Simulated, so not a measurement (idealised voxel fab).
process module | voxel gate over fins
cross-section cut | 265 nm wide | cells 5 nm
A cross-section is a grid of square cells, given in bands from the top down. A band is one or more rows of cells.
Each band's line starts with the height of the band's top and of its bottom, in nm. Then come its materials from left to right, each with its width in nm. One material with "throughout" fills the band from edge to edge. "air" is empty space.
Height 0 is the level under which the wafer as received is all one material. The lowest band goes on downwards, as in "0 down".
A width such as "30 to 40" changes by the same amount from each row of cells to the next, from the band's top row to its bottom row.
"no change" after a step means that no cell of the cross-section changed.
closed voids: empty space of 8 cells or more with no open way to the top, each as width x height at its distance from the left edge, in nm
after a step's settings: what the simulator itself notes on the step
overlay nm, on a step with a mask: how far to the right of its planned place the mask lay; to the left if negative
Each pair below shows a cross-section before one step and the cross-section after it, down to the lowest band that changed. The line under each pair gives the step between them, with its settings. The pairs can come from different runs of this module on the same starting wafer, so a pair continues from the pair above only where its "before" says so.
before
  25 to 20: W throughout
  20 to 15: W 40 | TiN 180 | W 45
  15 to 10: W 40 | TiN 5 | TiAl 35 | TiN 10 | TiAl 35 | TiN 10 | TiAl 35 | TiN 10 | TiAl 35 | TiN 5 | W 45
  10 to 5: W 40 | TiN 5 | TiAl 5 | TiN 25 | TiAl 5 | TiN 10 | TiAl 5 | TiN 25 | TiAl 5 | TiN 10 | TiAl 5 | TiN 25 | TiAl 5 | TiN 10 | TiAl 5 | TiN 25 | TiAl 5 | TiN 5 | W 45
  5 to 0: TiN 45 | TiAl 5 | TiN 5 | HfO2 15 | TiN 5 | TiAl 5 | TiN 10 | TiAl 5 | TiN 5 | HfO2 15 | TiN 5 | TiAl 5 | TiN 10 | TiAl 5 | TiN 5 | HfO2 15 | TiN 5 | TiAl 5 | TiN 10 | TiAl 5 | TiN 5 | HfO2 15 | TiN 5 | TiAl 5 | TiN 50
  0 to -5: TiAl 50 | TiN 5 | HfO2 5 | Si 5 | HfO2 5 | TiN 5 | TiAl 20 | TiN 5 | HfO2 5 | Si 5 | HfO2 5 | TiN 5 | TiAl 20 | TiN 5 | HfO2 5 | Si 5 | HfO2 5 | TiN 5 | TiAl 20 | TiN 5 | HfO2 5 | Si 5 | HfO2 5 | TiN 5 | TiAl 55
  -5 to -10: TiN 55 | HfO2 5 | Si 5 | HfO2 5 | TiN 30 | HfO2 5 | Si 5 | HfO2 5 | TiN 30 | HfO2 5 | Si 5 | HfO2 5 | TiN 30 | HfO2 5 | Si 5 | HfO2 5 | TiN 60
  -10 to -15: HfO2 60 | Si 5 | HfO2 40 | Si 5 | HfO2 40 | Si 5 | HfO2 40 | Si 5 | HfO2 65
  -15 to -45: SiO2 60 | Si 5 | SiO2 40 | Si 5 | SiO2 40 | Si 5 | SiO2 40 | Si 5 | SiO2 65
  -45 down: Si throughout
  closed voids: none
after
  35 to 25: SiCN throughout
  below 25: unchanged
  closed voids: none
the step between: op CONFORMAL_DEP | material SiCN | thk nm 10
before
  10 to 0: SiN throughout
  0 down: Si throughout
  closed voids: none
after
  10 to 0: air 55 | SiN 20 | air 25 | SiN 20 | air 25 | SiN 20 | air 25 | SiN 20 | air 55
  below 0: unchanged
  closed voids: none
the step between: op MASKED_ETCH | tone cover | mask id FINS | width nm 20 | pitch nm 45 | etch materials SiN | depth nm 10 | overlay nm 0
before: the cross-section after the pair above
after
  10 to 0: air 55 | SiN 20 | air 25 | SiN 20 | air 25 | SiN 20 | air 25 | SiN 20 | air 55
  0 to -30: air 55 | Si 20 | air 25 | Si 20 | air 25 | Si 20 | air 25 | Si 20 | air 55
  below -30: unchanged
  closed voids: none
the step between: op MASKED_ETCH | tone cover | mask id FINS | width nm 15 | pitch nm 45 | etch materials Si | depth nm 30 | overlay nm 0
before: the cross-section after the pair above
after
  10 to 0: air 55 | SiN 20 | air 25 | SiN 20 | air 25 | SiN 20 | air 25 | SiN 20 | air 55
  0 to -30: air 55 | SiO2 5 | Si 10 | SiO2 5 | air 25 | SiO2 5 | Si 10 | SiO2 5 | air 25 | SiO2 5 | Si 10 | SiO2 5 | air 25 | SiO2 5 | Si 10 | SiO2 5 | air 55
  -30 to -35: SiO2 60 | Si 10 | SiO2 35 | Si 10 | SiO2 35 | Si 10 | SiO2 35 | Si 10 | SiO2 60
  below -35: unchanged
  closed voids: none
the step between: op OXIDIZE | depth nm 5
before: the cross-section after the pair above
after
  15 to 10: SiO2 throughout
  10 to 0: SiO2 55 | SiN 20 | SiO2 25 | SiN 20 | SiO2 25 | SiN 20 | SiO2 25 | SiN 20 | SiO2 55
  0 to -35: SiO2 60 | Si 10 | SiO2 35 | Si 10 | SiO2 35 | Si 10 | SiO2 35 | Si 10 | SiO2 60
  below -35: unchanged
  closed voids: none
the step between: op FILL_DEP | material SiO2 | thk nm 5
before: the cross-section after the pair above
after
  10 to 0: SiO2 55 | SiN 20 | SiO2 25 | SiN 20 | SiO2 25 | SiN 20 | SiO2 25 | SiN 20 | SiO2 55
  below 0: unchanged
  closed voids: none
the step between: op CMP | height nm 10
before: the cross-section after the pair above
after
  10 to 0: air 55 | SiN 20 | air 25 | SiN 20 | air 25 | SiN 20 | air 25 | SiN 20 | air 55
  0 to -15: air 60 | Si 10 | air 35 | Si 10 | air 35 | Si 10 | air 35 | Si 10 | air 60
  below -15: unchanged
  closed voids: none
the step between: op SELECTIVE_ETCH | etch materials SiO2 | depth nm 25
before: the cross-section after the pair above
after
  0 to -15: air 60 | Si 10 | air 35 | Si 10 | air 35 | Si 10 | air 35 | Si 10 | air 60
  below -15: unchanged
  closed voids: none
the step between: op STRIP | etch materials SiN
before: the cross-section after the pair above
after
  5 to 0: air 55 | HfO2 20 | air 25 | HfO2 20 | air 25 | HfO2 20 | air 25 | HfO2 20 | air 55
  0 to -10: air 55 | HfO2 5 | Si 10 | HfO2 5 | air 25 | HfO2 5 | Si 10 | HfO2 5 | air 25 | HfO2 5 | Si 10 | HfO2 5 | air 25 | HfO2 5 | Si 10 | HfO2 5 | air 55
  -10 to -15: HfO2 60 | Si 10 | HfO2 35 | Si 10 | HfO2 35 | Si 10 | HfO2 35 | Si 10 | HfO2 60
  below -15: unchanged
  closed voids: none
the step between: op CONFORMAL_DEP | material HfO2 | thk nm 5
before: the cross-section after the pair above
after
  10 to 5: air 50 | TiN 30 | air 15 | TiN 30 | air 15 | TiN 30 | air 15 | TiN 30 | air 50
  5 to 0: air 50 | TiN 5 | HfO2 20 | TiN 5 | air 15 | TiN 5 | HfO2 20 | TiN 5 | air 15 | TiN 5 | HfO2 20 | TiN 5 | air 15 | TiN 5 | HfO2 20 | TiN 5 | air 50
  0 to -5: air 50 | TiN 5 | HfO2 5 | Si 10 | HfO2 5 | TiN 5 | air 15 | TiN 5 | HfO2 5 | Si 10 | HfO2 5 | TiN 5 | air 15 | TiN 5 | HfO2 5 | Si 10 | HfO2 5 | TiN 5 | air 15 | TiN 5 | HfO2 5 | Si 10 | HfO2 5 | TiN 5 | air 50
  -5 to -10: TiN 55 | HfO2 5 | Si 10 | HfO2 5 | TiN 25 | HfO2 5 | Si 10 | HfO2 5 | TiN 25 | HfO2 5 | Si 10 | HfO2 5 | TiN 25 | HfO2 5 | Si 10 | HfO2 5 | TiN 55
  below -10: unchanged
  closed voids: none
the step between: op CONFORMAL_DEP | material TiN | thk nm 5
before: the cross-section after the pair above
after
  15 to 10: air 45 | TiAl 40 | air 5 | TiAl 40 | air 5 | TiAl 40 | air 5 | TiAl 40 | air 45
  10 to 5: air 45 | TiAl 5 | TiN 30 | TiAl 5 | air 5 | TiAl 5 | TiN 30 | TiAl 5 | air 5 | TiAl 5 | TiN 30 | TiAl 5 | air 5 | TiAl 5 | TiN 30 | TiAl 5 | air 45
  5 to 0: air 45 | TiAl 5 | TiN 5 | HfO2 20 | TiN 5 | TiAl 5 | air 5 | TiAl 5 | TiN 5 | HfO2 20 | TiN 5 | TiAl 5 | air 5 | TiAl 5 | TiN 5 | HfO2 20 | TiN 5 | TiAl 5 | air 5 | TiAl 5 | TiN 5 | HfO2 20 | TiN 5 | TiAl 5 | air 45
  0 to -5: TiAl 50 | TiN 5 | HfO2 5 | Si 10 | HfO2 5 | TiN 5 | TiAl 15 | TiN 5 | HfO2 5 | Si 10 | HfO2 5 | TiN 5 | TiAl 15 | TiN 5 | HfO2 5 | Si 10 | HfO2 5 | TiN 5 | TiAl 15 | TiN 5 | HfO2 5 | Si 10 | HfO2 5 | TiN 5 | TiAl 50
  below -5: unchanged
  closed voids: none
the step between: op CONFORMAL_DEP | material TiAl | thk nm 5
before: the cross-section after the pair above
after
  20 to 15: air 40 | TiN 185 | air 40
  15 to 10: air 40 | TiN 5 | TiAl 40 | TiN 5 | TiAl 40 | TiN 5 | TiAl 40 | TiN 5 | TiAl 40 | TiN 5 | air 40
  10 to 5: air 40 | TiN 5 | TiAl 5 | TiN 30 | TiAl 5 | TiN 5 | TiAl 5 | TiN 30 | TiAl 5 | TiN 5 | TiAl 5 | TiN 30 | TiAl 5 | TiN 5 | TiAl 5 | TiN 30 | TiAl 5 | TiN 5 | air 40
  5 to 0: TiN 45 | TiAl 5 | TiN 5 | HfO2 20 | TiN 5 | TiAl 5 | TiN 5 | TiAl 5 | TiN 5 | HfO2 20 | TiN 5 | TiAl 5 | TiN 5 | TiAl 5 | TiN 5 | HfO2 20 | TiN 5 | TiAl 5 | TiN 5 | TiAl 5 | TiN 5 | HfO2 20 | TiN 5 | TiAl 5 | TiN 45
  below 0: unchanged
  closed voids: none
the step between: op CONFORMAL_DEP | material TiN | thk nm 5
before: the cross-section after the pair above
after
  30 to 20: W throughout
  20 to 15: W 40 | TiN 185 | W 40
  15 to 10: W 40 | TiN 5 | TiAl 40 | TiN 5 | TiAl 40 | TiN 5 | TiAl 40 | TiN 5 | TiAl 40 | TiN 5 | W 40
  10 to 5: W 40 | TiN 5 | TiAl 5 | TiN 30 | TiAl 5 | TiN 5 | TiAl 5 | TiN 30 | TiAl 5 | TiN 5 | TiAl 5 | TiN 30 | TiAl 5 | TiN 5 | TiAl 5 | TiN 30 | TiAl 5 | TiN 5 | W 40
  below 5: unchanged
  closed voids: none
the step between: op FILL_DEP | material W | thk nm 10
before: the cross-section after the pair above
after
  25 to 20: W throughout
  below 20: unchanged
  closed voids: none
the step between: op CMP | height nm 25
before: the cross-section after the pair above
after
  35 to 25: SiCN throughout
  below 25: unchanged
  closed voids: none
the step between: op CONFORMAL_DEP | material SiCN | thk nm 10
before
  10 to 0: SiN throughout
  0 down: Si throughout
  closed voids: none
after
  10 to 0: air 45 | SiN 15 | air 30 | SiN 15 | air 30 | SiN 15 | air 30 | SiN 15 | air 70
  below 0: unchanged
  closed voids: none
the step between: op MASKED_ETCH | tone cover | mask id FINS | width nm 15 | pitch nm 45 | etch materials SiN | depth nm 10 | overlay nm -10
before: the cross-section after the pair above
after
  10 to 0: air 45 | SiN 15 | air 30 | SiN 15 | air 30 | SiN 15 | air 30 | SiN 15 | air 70
  0 to -30: air 45 | Si 25 | air 20 | Si 25 | air 20 | Si 25 | air 20 | Si 25 | air 60
  below -30: unchanged
  closed voids: none
the step between: op MASKED_ETCH | tone cover | mask id FINS | width nm 15 | pitch nm 45 | etch materials Si | depth nm 30 | overlay nm 0
before: the cross-section after the pair above
after
  10 to 0: air 45 | SiN 15 | air 30 | SiN 15 | air 30 | SiN 15 | air 30 | SiN 15 | air 70
  0 to -5: air 45 | SiO2 5 | Si 5 | SiO2 15 | air 20 | SiO2 5 | Si 5 | SiO2 15 | air 20 | SiO2 5 | Si 5 | SiO2 15 | air 20 | SiO2 5 | Si 5 | SiO2 15 | air 60
  -5 to -30: air 45 | SiO2 5 | Si 15 | SiO2 5 | air 20 | SiO2 5 | Si 15 | SiO2 5 | air 20 | SiO2 5 | Si 15 | SiO2 5 | air 20 | SiO2 5 | Si 15 | SiO2 5 | air 60
  -30 to -35: SiO2 50 | Si 15 | SiO2 30 | Si 15 | SiO2 30 | Si 15 | SiO2 30 | Si 15 | SiO2 65
  below -35: unchanged
  closed voids: none
the step between: op OXIDIZE | depth nm 5
before: the cross-section after the pair above
after
  15 to 10: SiO2 throughout
  10 to 0: SiO2 45 | SiN 15 | SiO2 30 | SiN 15 | SiO2 30 | SiN 15 | SiO2 30 | SiN 15 | SiO2 70
  0 to -5: SiO2 50 | Si 5 | SiO2 40 | Si 5 | SiO2 40 | Si 5 | SiO2 40 | Si 5 | SiO2 75
  -5 to -35: SiO2 50 | Si 15 | SiO2 30 | Si 15 | SiO2 30 | Si 15 | SiO2 30 | Si 15 | SiO2 65
  below -35: unchanged
  closed voids: none
the step between: op FILL_DEP | material SiO2 | thk nm 5
before: the cross-section after the pair above
after
  10 to 0: SiO2 45 | SiN 15 | SiO2 30 | SiN 15 | SiO2 30 | SiN 15 | SiO2 30 | SiN 15 | SiO2 70
  below 0: unchanged
  closed voids: none
the step between: op CMP | height nm 10
before: the cross-section after the pair above
after
  10 to 0: air 45 | SiN 15 | air 30 | SiN 15 | air 30 | SiN 15 | air 30 | SiN 15 | air 70
  0 to -5: air 50 | Si 5 | air 40 | Si 5 | air 40 | Si 5 | air 40 | Si 5 | air 75
  -5 to -15: air 50 | Si 15 | air 30 | Si 15 | air 30 | Si 15 | air 30 | Si 15 | air 65
  below -15: unchanged
  closed voids: none
the step between: op SELECTIVE_ETCH | etch materials SiO2 | depth nm 25
before: the cross-section after the pair above
after
  0 to -5: air 50 | Si 5 | air 40 | Si 5 | air 40 | Si 5 | air 40 | Si 5 | air 75
  below -5: unchanged
  closed voids: none
the step between: op STRIP | etch materials SiN
before: the cross-section after the pair above
after
  5 to 0: air 45 | HfO2 15 | air 30 | HfO2 15 | air 30 | HfO2 15 | air 30 | HfO2 15 | air 70
  0 to -10: air 45 | HfO2 5 | Si 5 to 15 | HfO2 15 to 5 | air 20 | HfO2 5 | Si 5 to 15 | HfO2 15 to 5 | air 20 | HfO2 5 | Si 5 to 15 | HfO2 15 to 5 | air 20 | HfO2 5 | Si 5 to 15 | HfO2 15 to 5 | air 60
  -10 to -15: HfO2 50 | Si 15 | HfO2 30 | Si 15 | HfO2 30 | Si 15 | HfO2 30 | Si 15 | HfO2 65
  below -15: unchanged
  closed voids: none
the step between: op CONFORMAL_DEP | material HfO2 | thk nm 5
before: the cross-section after the pair above
after
  10 to 5: air 40 | TiN 25 | air 20 | TiN 25 | air 20 | TiN 25 | air 20 | TiN 25 | air 65
  5 to 0: air 40 | TiN 5 | HfO2 15 | TiN 15 | air 10 | TiN 5 | HfO2 15 | TiN 15 | air 10 | TiN 5 | HfO2 15 | TiN 15 | air 10 | TiN 5 | HfO2 15 | TiN 15 | air 55
  0 to -5: air 40 | TiN 5 | HfO2 5 | Si 5 | HfO2 15 | TiN 5 | air 10 | TiN 5 | HfO2 5 | Si 5 | HfO2 15 | TiN 5 | air 10 | TiN 5 | HfO2 5 | Si 5 | HfO2 15 | TiN 5 | air 10 | TiN 5 | HfO2 5 | Si 5 | HfO2 15 | TiN 5 | air 55
  -5 to -10: TiN 45 | HfO2 5 | Si 15 | HfO2 5 | TiN 20 | HfO2 5 | Si 15 | HfO2 5 | TiN 20 | HfO2 5 | Si 15 | HfO2 5 | TiN 20 | HfO2 5 | Si 15 | HfO2 5 | TiN 60
  below -10: unchanged
  closed voids: none
the step between: op CONFORMAL_DEP | material TiN | thk nm 5
before: the cross-section after the pair above
after
  15 to 10: air 35 | TiAl 35 | air 10 | TiAl 35 | air 10 | TiAl 35 | air 10 | TiAl 35 | air 60
  10 to 5: air 35 | TiAl 5 | TiN 25 | TiAl 20 | TiN 25 | TiAl 20 | TiN 25 | TiAl 20 | TiN 25 | TiAl 15 | air 50
  5 to 0: air 35 | TiAl 5 | TiN 5 | HfO2 15 | TiN 15 | TiAl 10 | TiN 5 | HfO2 15 | TiN 15 | TiAl 10 | TiN 5 | HfO2 15 | TiN 15 | TiAl 10 | TiN 5 | HfO2 15 | TiN 15 | TiAl 5 | air 50
  0 to -5: TiAl 40 | TiN 5 | HfO2 5 | Si 5 | HfO2 15 | TiN 5 | TiAl 10 | TiN 5 | HfO2 5 | Si 5 | HfO2 15 | TiN 5 | TiAl 10 | TiN 5 | HfO2 5 | Si 5 | HfO2 15 | TiN 5 | TiAl 10 | TiN 5 | HfO2 5 | Si 5 | HfO2 15 | TiN 5 | TiAl 55
  below -5: unchanged
  closed voids: none
the step between: op CONFORMAL_DEP | material TiAl | thk nm 5
before: the cross-section after the pair above
after
  20 to 15: air 30 | TiN 180 | air 55
  15 to 10: air 30 | TiN 5 | TiAl 35 | TiN 10 | TiAl 35 | TiN 10 | TiAl 35 | TiN 10 | TiAl 35 | TiN 15 | air 45
  10 to 5: air 30 | TiN 5 | TiAl 5 | TiN 25 | TiAl 20 | TiN 25 | TiAl 20 | TiN 25 | TiAl 20 | TiN 25 | TiAl 15 | TiN 5 | air 45
  5 to 0: TiN 35 | TiAl 5 | TiN 5 | HfO2 15 | TiN 15 | TiAl 10 | TiN 5 | HfO2 15 | TiN 15 | TiAl 10 | TiN 5 | HfO2 15 | TiN 15 | TiAl 10 | TiN 5 | HfO2 15 | TiN 15 | TiAl 5 | TiN 50
  below 0: unchanged
  closed voids: none
the step between: op CONFORMAL_DEP | material TiN | thk nm 5
before: the cross-section after the pair above
after
  30 to 20: W throughout
  20 to 15: W 30 | TiN 180 | W 55
  15 to 10: W 30 | TiN 5 | TiAl 35 | TiN 10 | TiAl 35 | TiN 10 | TiAl 35 | TiN 10 | TiAl 35 | TiN 15 | W 45
  10 to 5: W 30 | TiN 5 | TiAl 5 | TiN 25 | TiAl 20 | TiN 25 | TiAl 20 | TiN 25 | TiAl 20 | TiN 25 | TiAl 15 | TiN 5 | W 45
  below 5: unchanged
  closed voids: none
the step between: op FILL_DEP | material W | thk nm 10
before: the cross-section after the pair above
after
  25 to 20: W throughout
  below 20: unchanged
  closed voids: none
the step between: op CMP | height nm 25
before: the cross-section after the pair above
after
  35 to 25: SiCN throughout
  below 25: unchanged
  closed voids: none
the step between: op CONFORMAL_DEP | material SiCN | thk nm 10
before
  10 to 0: air 55 | SiN 15 | air 30 | SiN 15 | air 30 | SiN 15 | air 30 | SiN 15 | air 60
  0 to -30: air 55 | SiO2 5 | Si 5 | SiO2 5 | air 30 | SiO2 5 | Si 5 | SiO2 5 | air 30 | SiO2 5 | Si 5 | SiO2 5 | air 30 | SiO2 5 | Si 5 | SiO2 5 | air 60
  -30 to -35: SiO2 60 | Si 5 | SiO2 40 | Si 5 | SiO2 40 | Si 5 | SiO2 40 | Si 5 | SiO2 65
  -35 down: Si throughout
  closed voids: none
after
  15 to 10: TiN throughout
  10 to 0: TiN 55 | SiN 15 | TiN 30 | SiN 15 | TiN 30 | SiN 15 | TiN 30 | SiN 15 | TiN 60
  0 to -30: TiN 55 | SiO2 5 | Si 5 | SiO2 5 | TiN 30 | SiO2 5 | Si 5 | SiO2 5 | TiN 30 | SiO2 5 | Si 5 | SiO2 5 | TiN 30 | SiO2 5 | Si 5 | SiO2 5 | TiN 60
  below -30: unchanged
  closed voids: none
the step between: op FILL_DEP | material TiN | thk nm 5
before: the cross-section after the pair above
after
  10 to 0: TiN 55 | SiN 15 | TiN 30 | SiN 15 | TiN 30 | SiN 15 | TiN 30 | SiN 15 | TiN 60
  below 0: unchanged
  closed voids: none
the step between: op CMP | height nm 10
before: the cross-section after the pair above
after
  10 to 0: TiN 55 | air 15 | TiN 30 | air 15 | TiN 30 | air 15 | TiN 30 | air 15 | TiN 60
  below 0: unchanged
  closed voids: none
the step between: op STRIP | etch materials SiN
before: the cross-section after the pair above
after
  15 to 10: HfO2 60 | air 5 | HfO2 40 | air 5 | HfO2 40 | air 5 | HfO2 40 | air 5 | HfO2 65
  10 to 5: TiN 55 | HfO2 5 | air 5 | HfO2 5 | TiN 30 | HfO2 5 | air 5 | HfO2 5 | TiN 30 | HfO2 5 | air 5 | HfO2 5 | TiN 30 | HfO2 5 | air 5 | HfO2 5 | TiN 60
  5 to 0: TiN 55 | HfO2 15 | TiN 30 | HfO2 15 | TiN 30 | HfO2 15 | TiN 30 | HfO2 15 | TiN 60
  below 0: unchanged
  closed voids: none
the step between: op CONFORMAL_DEP | material HfO2 | thk nm 5
before: the cross-section after the pair above
after
  20 to 15: TiN throughout
  15 to 10: HfO2 60 | TiN 5 | HfO2 40 | TiN 5 | HfO2 40 | TiN 5 | HfO2 40 | TiN 5 | HfO2 65
  10 to 5: TiN 55 | HfO2 5 | TiN 5 | HfO2 5 | TiN 30 | HfO2 5 | TiN 5 | HfO2 5 | TiN 30 | HfO2 5 | TiN 5 | HfO2 5 | TiN 30 | HfO2 5 | TiN 5 | HfO2 5 | TiN 60
  below 5: unchanged
  closed voids: none
the step between: op CONFORMAL_DEP | material TiN | thk nm 5
before: the cross-section after the pair above
after
  25 to 20: TiAl throughout
  below 20: unchanged
  closed voids: none
the step between: op CONFORMAL_DEP | material TiAl | thk nm 5
before: the cross-section after the pair above
after
  30 to 25: TiN throughout
  below 25: unchanged
  closed voids: none
the step between: op CONFORMAL_DEP | material TiN | thk nm 5
before: the cross-section after the pair above
after
  40 to 30: W throughout
  below 30: unchanged
  closed voids: none
the step between: op FILL_DEP | material W | thk nm 10
before: the cross-section after the pair above
after
  25 to 20: TiAl throughout
  below 20: unchanged
  closed voids: none
the step between: op CMP | height nm 25
before: the cross-section after the pair above
after
  35 to 25: SiCN throughout
  below 25: unchanged
  closed voids: none
the step between: op CONFORMAL_DEP | material SiCN | thk nm 10
before
  10 to 0: SiN throughout
  0 down: Si throughout
  closed voids: none
after
  10 to 0: SiN 55 | air 15 | SiN 30 | air 15 | SiN 30 | air 15 | SiN 30 | air 15 | SiN 60
  below 0: unchanged
  closed voids: none
the step between: op MASKED_ETCH | tone open | mask id FINS | width nm 15 | pitch nm 45 | etch materials SiN | depth nm 10 | overlay nm 0
before: the cross-section after the pair above
after
  10 to 0: SiN 55 | air 15 | SiN 30 | air 15 | SiN 30 | air 15 | SiN 30 | air 15 | SiN 60
  0 to -5: Si 50 | SiO2 25 | Si 20 | SiO2 25 | Si 20 | SiO2 25 | Si 20 | SiO2 25 | Si 55
  below -5: unchanged
  closed voids: none
the step between: op OXIDIZE | depth nm 5
before: the cross-section after the pair above
after
  15 to 10: SiO2 throughout
  10 to 0: SiN 55 | SiO2 15 | SiN 30 | SiO2 15 | SiN 30 | SiO2 15 | SiN 30 | SiO2 15 | SiN 60
  below 0: unchanged
  closed voids: none
the step between: op FILL_DEP | material SiO2 | thk nm 5
before: the cross-section after the pair above
after
  10 to 0: SiN 55 | SiO2 15 | SiN 30 | SiO2 15 | SiN 30 | SiO2 15 | SiN 30 | SiO2 15 | SiN 60
  below 0: unchanged
  closed voids: none
the step between: op CMP | height nm 10
before: the cross-section after the pair above
after
  10 to 0: SiN 55 | air 15 | SiN 30 | air 15 | SiN 30 | air 15 | SiN 30 | air 15 | SiN 60
  0 to -5: Si 50 | air 25 | Si 20 | air 25 | Si 20 | air 25 | Si 20 | air 25 | Si 55
  below -5: unchanged
  closed voids: none
the step between: op SELECTIVE_ETCH | etch materials SiO2 | depth nm 25
before: the cross-section after the pair above
after
  0 to -5: Si 50 | air 25 | Si 20 | air 25 | Si 20 | air 25 | Si 20 | air 25 | Si 55
  below -5: unchanged
  closed voids: none
the step between: op STRIP | etch materials SiN
before: the cross-section after the pair above
after
  5 to 0: HfO2 55 | air 15 | HfO2 30 | air 15 | HfO2 30 | air 15 | HfO2 30 | air 15 | HfO2 60
  0 to -5: Si 50 | HfO2 25 | Si 20 | HfO2 25 | Si 20 | HfO2 25 | Si 20 | HfO2 25 | Si 55
  below -5: unchanged
  closed voids: none
the step between: op CONFORMAL_DEP | material HfO2 | thk nm 5
before: the cross-section after the pair above
after
  10 to 5: TiN 60 | air 5 | TiN 40 | air 5 | TiN 40 | air 5 | TiN 40 | air 5 | TiN 65
  5 to 0: HfO2 55 | TiN 15 | HfO2 30 | TiN 15 | HfO2 30 | TiN 15 | HfO2 30 | TiN 15 | HfO2 60
  below 0: unchanged
  closed voids: none
the step between: op CONFORMAL_DEP | material TiN | thk nm 5
before: the cross-section after the pair above
after
  15 to 10: TiAl throughout
  10 to 5: TiN 60 | TiAl 5 | TiN 40 | TiAl 5 | TiN 40 | TiAl 5 | TiN 40 | TiAl 5 | TiN 65
  below 5: unchanged
  closed voids: none
the step between: op CONFORMAL_DEP | material TiAl | thk nm 5
before: the cross-section after the pair above
after
  20 to 15: TiN throughout
  below 15: unchanged
  closed voids: none
the step between: op CONFORMAL_DEP | material TiN | thk nm 5
before: the cross-section after the pair above
after
  30 to 20: W throughout
  below 20: unchanged
  closed voids: none
the step between: op FILL_DEP | material W | thk nm 10
before: the cross-section after the pair above
after
  25 to 20: W throughout
  below 20: unchanged
  closed voids: none
the step between: op CMP | height nm 25
before: the cross-section after the pair above
after
  35 to 25: SiCN throughout
  below 25: unchanged
  closed voids: none
the step between: op CONFORMAL_DEP | material SiCN | thk nm 10
